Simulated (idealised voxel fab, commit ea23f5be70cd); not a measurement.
Herein follows the process module entitled voxel quadruple lines.
Pictured: cross-section cut, 260 nm wide, on a grid of 5 nm square cells.
A cross-section is a grid of square cells, given in bands from the top down. A band is one or more rows of cells.
The entry gives the band's vertical extent as a top height and a bottom height in nm, then its horizontal make-up as materials from left to right, each with a width in nm. "blank" stands for empty space; a single material marked "full width" fills the band edge to edge.
The reference from which all heights are counted is 0, the level beneath which the as-received wafer is entirely one material; the lowest band, having no lower bound, proceeds downward and is written after the example "0 -> down".
A two-number width, for instance "30..40", indicates that the width is equal to the first number in the top row of the band and to the second number in the bottom row, and that it changes by a constant amount per row of cells.
"nothing different" (step): cross-section cells unchanged, all of them.
"Closed void table": empty spaces of 8 cells or more with no open way to the top, each given as width x height at distance, distance from the left edge, all in nm.
Past the settings on a step's line: simulator remark, on that step.
When a step includes a mask, the "overlay nm" setting on its line states how far to the right of its planned place that mask lay, and negative values state how far to the left.

# Process steps (planned)
1. RECEIVE [material Si]
2. CONFORMAL_DEP [material SiO2] [thk nm 10]
3. DIRECTIONAL_DEP [material Ru] [thk nm 10]
4. DIRECTIONAL_DEP [material polySi] [thk nm 20]
5. DIRECTIONAL_DEP [material aC] [thk nm 20]
6. PATTERN [tone cover] [mask id MANDREL] [material resist] [width nm 25] [pitch nm 100] [thk nm 30] [overlay nm 0]
7. DIRECTIONAL_ETCH [etch materials aC] [depth nm 20]
8. STRIP [etch materials resist]
9. CONFORMAL_DEP [material SiO2] [thk nm 15]
10. DIRECTIONAL_ETCH [etch materials SiO2] [depth nm 15]
11. STRIP [etch materials aC]
12. DIRECTIONAL_ETCH [etch materials polySi] [depth nm 20]
13. STRIP [etch materials SiO2]
14. CONFORMAL_DEP [material SiCN] [thk nm 10]
15. DIRECTIONAL_ETCH [etch materials SiCN] [depth nm 10]
16. STRIP [etch materials polySi]
17. DIRECTIONAL_ETCH [etch materials Ru] [depth nm 10]
18. STRIP [etch materials SiCN]
19. FILL_DEP [material lowk] [thk nm 5]
20. CMP [height nm 20]
Wafer-to-wafer difference: width nm, step 6. Common start. Plan = first wafer's value.

# The first of several wafers in cross-section, exactly as it reached us after step 1
	0 -> down | Si full width
	Closed void table: none

# Rows = wafers. At module end, each row lists per material the cells gained (+) or lost (-) since the wafer was received, then the closed voids
width nm 25; +32 Ru; +104 SiO2; +72 lowk; Closed void table: none
width nm 30; +32 Ru; +104 SiO2; +72 lowk; Closed void table: none
width nm 35; +32 Ru; +104 SiO2; +72 lowk; Closed void table: none
width nm 40; +32 Ru; +104 SiO2; +72 lowk; Closed void table: none
width nm 45; +32 Ru; +104 SiO2; +72 lowk; Closed void table: none
width nm 50; +32 Ru; +104 SiO2; +72 lowk; Closed void table: none
